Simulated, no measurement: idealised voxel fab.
Presented below is a process module, voxel capacitor over wiring.
Each square cell in cross-section cut measures 5 nm, and the section as a whole is 235 nm wide.
The cross-sections in this document take the form of a grid made of square cells. They are written out as bands, in order from top to bottom. Each band consists of one or more rows of cells. This entry defines a band. It first specifies the height of the band's top and the height of its bottom in nm, and then specifies the band's materials from left to right, stating each material with its width in nm. The word "full width" identifies a single material that fills the band from edge to edge, while the word "blank" identifies empty space. We count height from 0. Below that, the starting wafer is all one material. The lowest band never ends at the bottom but goes on down; see "0..down" for how that is written. Width "30 to 40": first value at the band's top row of cells, second value at its bottom row, equal change from row to row. Take "remained unchanged" at face value: in the step it is given for, the cross-section changed in none of its cells. The label "Closed void register" introduces a list of the empty spaces, 8 cells or larger, that have no open way up to the top; each entry in it reads width x height at distance, where the distance is taken from the left edge and all three are stated in nm. That trailing text on a step's line, after the settings, is the simulator's own remark on the step. If you see "overlay nm" on a step's line and that step has a mask, it's telling you how far right of where it was planned the mask ended up; a negative number means it went left instead.
PROCESS STEPS FORESEEN IN THE PLAN
1 RECEIVE [material Si]
2 CONFORMAL_DEP [material SiO2] [thk nm 10]
3 DIRECTIONAL_DEP [material TiN] [thk nm 5]
4 DIRECTIONAL_DEP [material Ru] [thk nm 25]
5 DIRECTIONAL_DEP [material aC] [thk nm 10]
6 PATTERN [tone cover] [mask id METAL_1] [material resist] [width nm 30] [pitch nm 85] [thk nm 30] [overlay nm 0]
7 DIRECTIONAL_ETCH [etch materials aC] [depth nm 10]
8 STRIP [etch materials resist]
9 DIRECTIONAL_ETCH [etch materials Ru] [depth nm 25]
10 DIRECTIONAL_ETCH [etch materials TiN] [depth nm 5]
11 STRIP [etch materials aC]
12 CONFORMAL_DEP [material SiCN] [thk nm 5]
13 FILL_DEP [material lowk] [thk nm 5]
14 CMP [height nm 40]
15 CONFORMAL_DEP [material SiCN] [thk nm 5]
16 DIRECTIONAL_DEP [material SiO2] [thk nm 10]
17 MASKED_ETCH [tone open] [mask id PLUG_1] [width nm 15] [etch materials SiO2] [depth nm 10] [overlay nm 0]
18 MASKED_ETCH [tone open] [mask id PLUG_1] [width nm 15] [etch materials SiCN] [depth nm 5] [overlay nm 0]
19 EPI [material Ru] [thk nm 10]
20 EPI [material Ru] [thk nm 5]
21 DIRECTIONAL_DEP [material TiN] [thk nm 10]
22 DIRECTIONAL_DEP [material Al2O3] [thk nm 5]
23 DIRECTIONAL_DEP [material TiN] [thk nm 5]
24 DIRECTIONAL_DEP [material aC] [thk nm 10]
25 PATTERN [tone cover] [mask id UPPER_PLATE] [material resist] [width nm 60] [thk nm 30] [overlay nm 0]
26 DIRECTIONAL_ETCH [etch materials aC] [depth nm 10]
27 STRIP [etch materials resist]
28 DIRECTIONAL_ETCH [etch materials TiN] [depth nm 5]
29 DIRECTIONAL_ETCH [etch materials Al2O3] [depth nm 5]
30 STRIP [etch materials aC]
31 MASKED_ETCH [tone cover] [mask id LOWER_PLATE] [width nm 70] [etch materials TiN] [depth nm 10] [overlay nm 0]
32 FILL_DEP [material SiO2] [thk nm 20]
33 CMP [height nm 90]
34 DIRECTIONAL_DEP [material aC] [thk nm 15]
35 PATTERN [tone open] [mask id PLUG_2] [material resist] [width nm 15] [thk nm 30] [overlay nm 0]
36 DIRECTIONAL_ETCH [etch materials aC] [depth nm 15]
37 STRIP [etch materials resist]
38 DIRECTIONAL_ETCH [etch materials SiO2] [depth nm 15]
39 STRIP [etch materials aC]
40 CONFORMAL_DEP [material TiN] [thk nm 5]
41 FILL_DEP [material W] [thk nm 5]
42 CMP [height nm 90]
43 CONFORMAL_DEP [material SiCN] [thk nm 5]
CROSS-SECTION OF THE INCOMING WAFER, STATE AFTER STEP 1
    0..down  Si full width
    Closed void register: none
WHAT THE WAFER LOOKS LIKE IN CROSS-SECTION AFTER THIS MODULE, WHEN IT STARTS AS SHOWN ABOVE AND FOLLOWS THE PLAN ABOVE BUT ONE MISTAKE IS MADE IN RUNNING IT
    95..90  SiCN full width
    90..80  SiO2: 85, then TiN: 5, then W: 5, then TiN: 5, then SiO2: 135
    80..70  SiO2: 85 to 90, then TiN: 15 to 45, then SiO2: 135 to 100
    70..65  SiO2: 90, then Al2O3: 45, then SiO2: 100
    65..60  SiO2: 70, then TiN: 5, then SiO2: 15, then TiN: 50, then SiO2: 95
    60..55  SiO2: 70, then TiN: 70, then SiO2: 95
    55..50  SiO2: 75, then Al2O3: 15, then SiO2: 145
    50..45  SiO2: 75, then TiN: 15, then SiO2: 145
    45..40  SiCN: 75, then TiN: 15, then SiCN: 145
    40..35  lowk: 55, then SiCN: 40, then lowk: 45, then SiCN: 40, then lowk: 55
    35..15  lowk: 55, then SiCN: 5, then Ru: 30, then SiCN: 5, then lowk: 45, then SiCN: 5, then Ru: 30, then SiCN: 5, then lowk: 55
    15..10  SiCN: 60, then Ru: 30, then SiCN: 55, then Ru: 30, then SiCN: 60
    10..0  SiO2 full width
    0..down  Si full width
    Closed void register: none
In executing the process, a mistake was made relative to the plan: the plan's step 3 went unexecuted, having been skipped
